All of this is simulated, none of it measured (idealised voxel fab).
Proc. module: voxel wiring stack
We display cut, a cross-section 280 nm in width whose square cells are each 5 nm.
A cross-section is a grid of square cells, given in bands from the top down. A band is one or more rows of cells. What a band's entry tells you: where the top is and where the bottom is, as heights in nm, and after that what lies inside, material by material from left to right, each with its width in nm. Empty space is written as the word "empty", and a single material marked with the word "everywhere" occupies the band from edge to edge. A quick word on heights: they are counted from 0, and under that level the wafer as it came to us is one material throughout. The lowest band is different from the rest in having no bottom; it simply continues downward, written as in "0 down". Think of "30..40" as a width that walks from the first number to the second as you go down the band, top row to bottom row, taking equal-sized steps from row to row. No cell of the cross-section changed in a step that is given as "same as before". "Non-vented voids" means: voids of 8 cells or more that are shut off from the top with no open way through. Written width x height at distance, distance from the left edge, in nm. That trailing text on a step's line, after the settings, is the simulator's own remark on the step. "overlay nm", when on a step's line for a step with a mask, measures how far to the right of its planned place the mask lay; a negative measure means to the left.

PLANNED STEP LIST FOR THE PROCESS
1) RECEIVE with material Si
2) CONFORMAL_DEP with material SiO2, thk nm 10
3) CONFORMAL_DEP with material SiN, thk nm 5
4) DIRECTIONAL_DEP with material SiO2, thk nm 20
5) MASKED_ETCH with tone open, mask id METAL_1, width nm 20, pitch nm 40, etch materials SiO2, depth nm 20, overlay nm 0
6) MASKED_ETCH with tone open, mask id METAL_1, width nm 20, pitch nm 40, etch materials SiN, depth nm 5, overlay nm 0
7) CONFORMAL_DEP with material TiN, thk nm 5
8) FILL_DEP with material Ru, thk nm 10
9) CMP with height nm 35
10) CONFORMAL_DEP with material SiCN, thk nm 5
11) DIRECTIONAL_DEP with material SiO2, thk nm 15
12) MASKED_ETCH with tone open, mask id PLUG_1, width nm 15, pitch nm 80, etch materials SiO2, depth nm 15, overlay nm 0
13) MASKED_ETCH with tone open, mask id PLUG_1, width nm 15, pitch nm 80, etch materials SiCN, depth nm 5, overlay nm 0
14) CONFORMAL_DEP with material TiN, thk nm 5
15) FILL_DEP with material W, thk nm 5
16) CMP with height nm 55
17) CONFORMAL_DEP with material SiN, thk nm 5
18) DIRECTIONAL_DEP with material lowk, thk nm 20
19) MASKED_ETCH with tone open, mask id METAL_2, width nm 20, pitch nm 40, etch materials lowk, depth nm 20, overlay nm 0
20) MASKED_ETCH with tone open, mask id METAL_2, width nm 20, pitch nm 40, etch materials SiN, depth nm 5, overlay nm 0
21) CONFORMAL_DEP with material TiN, thk nm 5
22) FILL_DEP with material Cu, thk nm 5
23) CMP with height nm 80
24) CONFORMAL_DEP with material SiCN, thk nm 5
25) DIRECTIONAL_DEP with material lowk, thk nm 35
26) MASKED_ETCH with tone open, mask id METAL_3, width nm 20, pitch nm 40, etch materials lowk, depth nm 20, overlay nm 0
27) DIRECTIONAL_DEP with material aC, thk nm 10
28) PATTERN with tone open, mask id METAL_3_HOLES, material resist, width nm 15, pitch nm 80, thk nm 25, overlay nm 0
29) DIRECTIONAL_ETCH with etch materials aC, depth nm 10
30) STRIP with etch materials resist
31) DIRECTIONAL_ETCH with etch materials lowk, depth nm 15
32) DIRECTIONAL_ETCH with etch materials SiCN, depth nm 5
33) STRIP with etch materials aC
34) CONFORMAL_DEP with material TiN, thk nm 5
35) FILL_DEP with material Cu, thk nm 10
36) CMP with height nm 120
37) CONFORMAL_DEP with material SiN, thk nm 5

CROSS-SECTION, INCOMING MATERIAL, AFTER STEP 1
  0 down  Si everywhere
  Non-vented voids: none

THE MODULE WAS RUN FROM THE START SHOWN ABOVE USING THE PLAN SHOWN ABOVE, BUT ONE MISTAKE WAS MADE DOING IT; THE RESULTING WAFER CROSS-SECTION IS BELOW
  125 to 120  SiN everywhere
  120 to 105  lowk (90), then TiN (5), then Cu (10), then TiN (5), then lowk (20), then TiN (5), then Cu (10), then TiN (5), then lowk (20), then TiN (5), then Cu (10), then TiN (5), then lowk (90)
  105 to 100  lowk (90), then TiN (5), then Cu (5), then TiN (10), then lowk (20), then TiN (20), then lowk (20), then TiN (5), then Cu (5), then TiN (10), then lowk (90)
  100 to 85  lowk (90), then TiN (5), then Cu (5), then TiN (5), then lowk (65), then TiN (5), then Cu (5), then TiN (5), then lowk (95)
  85 to 80  SiCN (90), then TiN (15), then SiCN (65), then TiN (15), then SiCN (95)
  80 to 60  lowk (90), then TiN (5), then Cu (10), then TiN (5), then lowk (20), then TiN (5), then Cu (10), then TiN (5), then lowk (20), then TiN (5), then Cu (10), then TiN (5), then lowk (90)
  60 to 55  SiN (90), then TiN (20), then SiN (20), then TiN (20), then SiN (20), then TiN (20), then SiN (90)
  55 to 50  SiCN (90), then TiN (15), then SiCN (65), then TiN (15), then SiCN (95)
  50 to 35  SiO2 everywhere
  35 to 15  SiO2 (90), then TiN (5), then Ru (10), then TiN (5), then SiO2 (20), then TiN (5), then Ru (10), then TiN (5), then SiO2 (20), then TiN (5), then Ru (10), then TiN (5), then SiO2 (90)
  15 to 10  SiN (90), then TiN (20), then SiN (20), then TiN (20), then SiN (20), then TiN (20), then SiN (90)
  10 to 0  SiO2 everywhere
  0 down  Si everywhere
  Non-vented voids: none
what went wrong: the executed order of steps 10 and 11 is the reverse of that specified in the plan, each step having taken the other's position
